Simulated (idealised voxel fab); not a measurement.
Process module, titled voxel fin reveal
Cross-section cut: width 185 nm, square cells of 5 nm.
Notation: cross-section as square-cell grid; stated in bands, top first, going down; one or more cell rows per band. For a band, the entry starts with two heights in nm, that of the top and then that of the bottom, and carries on with the band's materials in order from left to right, each alongside its width in nm; the word "all across" beside a single material means it fills the band edge to edge, and "blank" means empty space. The level at which height equals 0 is the one under which the wafer, as it arrives, is entirely one material. No lower edge exists for the bottom band, which continues downward and is notated as in "from 0 down". With a width like "30..40", each row of cells in the band differs from the next by the same amount, the top row carrying the first number and the bottom row the second. "remained unchanged" -> step changed no cross-section cell. "Fully sealed voids" lists enclosed empty spaces (at least 8 cells, no open path upward to the top), each as width x height at distance from the left edge, in nm. It should be noted that, on the line of a given step, the content following the step's settings is a remark produced by the simulator itself with respect to that step. If you see "overlay nm" on a step's line and that step has a mask, it's telling you how far right of where it was planned the mask ended up; a negative number means it went left instead.
**The steps planned for the process are as follows**
1,RECEIVE (material Si)
2,CONFORMAL_DEP (material SiN; thk nm 5)
3,MASKED_ETCH (tone cover; mask id FINS; width nm 15; pitch nm 45; etch materials SiN; depth nm 5; overlay nm 0)
4,MASKED_ETCH (tone cover; mask id FINS; width nm 15; pitch nm 45; etch materials Si; depth nm 40; overlay nm 0)
5,OXIDIZE (depth nm 5)
6,FILL_DEP (material SiO2; thk nm 5)
7,CMP (height nm 5)
8,SELECTIVE_ETCH (etch materials SiO2; depth nm 25)
9,STRIP (etch materials SiN)
**Cross-section of the wafer at receipt, which is the condition after step 1**
> from 0 down | Si all across
> Fully sealed voids: none
**Wafer cross-section at module end: first of two, run to plan**
> from 0 to -20 | 20 of blank; 5 of Si; 40 of blank; 5 of Si; 40 of blank; 5 of Si; 40 of blank; 5 of Si; 25 of blank
> from -20 to -45 | 20 of SiO2; 5 of Si; 40 of SiO2; 5 of Si; 40 of SiO2; 5 of Si; 40 of SiO2; 5 of Si; 25 of SiO2
> from -45 down | Si all across
> Fully sealed voids: none
**End-of-module cross-section of the second wafer: identical starting point and process plan to the first, with one processing mistake**
> from 0 to -20 | 20 of blank; 5 of Si; 40 of blank; 5 of Si; 40 of blank; 5 of Si; 40 of blank; 5 of Si; 25 of blank
> from -20 to -50 | 20 of SiO2; 5 of Si; 40 of SiO2; 5 of Si; 40 of SiO2; 5 of Si; 40 of SiO2; 5 of Si; 25 of SiO2
> from -50 down | Si all across
> Fully sealed voids: none
Misprocessing identified: step 4 was not run as planned; what actually ran was MASKED_ETCH (tone cover; mask id FINS; width nm 15; pitch nm 45; etch materials Si; depth nm 45; overlay nm 0)
at the end the second wafer has, in cells: 33 fewer of Si, 33 more of SiO2
